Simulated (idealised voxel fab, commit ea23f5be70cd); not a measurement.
A process module follows: voxel double patterning.
Section shown: cut. Width: 300 nm. Cell size: 5 nm, square.
Think of the cross-section as a grid of square cells. We describe it in bands, top to bottom, and each band covers one or more rows of those cells. First you get the band's top height and its bottom height, in nm, and then the materials it's made of, left to right, with each width in nm. If you see a single material with "all across", that one covers the band edge to edge. "empty" is empty space. Height datum 0, below which the as-received substrate wafer is one material. Lowest band open at the bottom, running downward: "top 0, no bottom". You'd read "30..40" like this: the band's top row of cells is as wide as the first number, its bottom row is as wide as the second, and going down, every row changes width by the same amount as the row before did. Where a step carries "same as before", the cross-section came out of it unchanged, cell for cell. "Sealed void inventory" specifies each empty space that is not open to the top and that occupies no fewer than 8 cells, using the form width x height at distance, the distance measured from the left edge and all three quantities in nm. Step line, after settings: the simulator's comment on this step. On any step carrying a mask, the "overlay nm" setting, if present on the step's line, tells how far right of its planned place the mask lay; negative values point to the left.
plan:
1 RECEIVE [material Si]
2 CONFORMAL_DEP [material SiN] [thk nm 5]
3 DIRECTIONAL_DEP [material SiO2] [thk nm 20]
4 DIRECTIONAL_DEP [material SiCN] [thk nm 10]
5 DIRECTIONAL_DEP [material aC] [thk nm 10]
6 PATTERN [tone open] [mask id FIRST] [material resist] [width nm 15] [pitch nm 50] [thk nm 25] [overlay nm 0]
7 DIRECTIONAL_ETCH [etch materials aC] [depth nm 10]
8 STRIP [etch materials resist]
9 DIRECTIONAL_ETCH [etch materials SiCN] [depth nm 10]
10 STRIP [etch materials aC]
11 DIRECTIONAL_DEP [material aC] [thk nm 10]
12 PATTERN [tone open] [mask id SECOND] [material resist] [width nm 15] [pitch nm 50] [thk nm 30] [overlay nm 0]
13 DIRECTIONAL_ETCH [etch materials aC] [depth nm 10]
14 STRIP [etch materials resist]
15 DIRECTIONAL_ETCH [etch materials SiCN] [depth nm 10]
16 STRIP [etch materials aC]
17 DIRECTIONAL_ETCH [etch materials SiO2] [depth nm 20]
18 STRIP [etch materials SiCN]
As-received state of the wafer in cross-section, equivalent to post-step 1:
- top 0, no bottom: Si all across
- Sealed void inventory: none
Final cross-section, module run with one mistake (start and plan as above):
- top 25, bottom 5: 90 of empty, 15 of SiO2, 35 of empty, 15 of SiO2, 35 of empty, 15 of SiO2, 95 of empty
- top 5, bottom 0: SiN all across
- top 0, no bottom: Si all across
- Sealed void inventory: none
What went wrong in running the wafer? step 6 did not use the planned setting and instead ran as PATTERN [tone cover] [mask id FIRST] [material resist] [width nm 15] [pitch nm 50] [thk nm 25] [overlay nm 0]
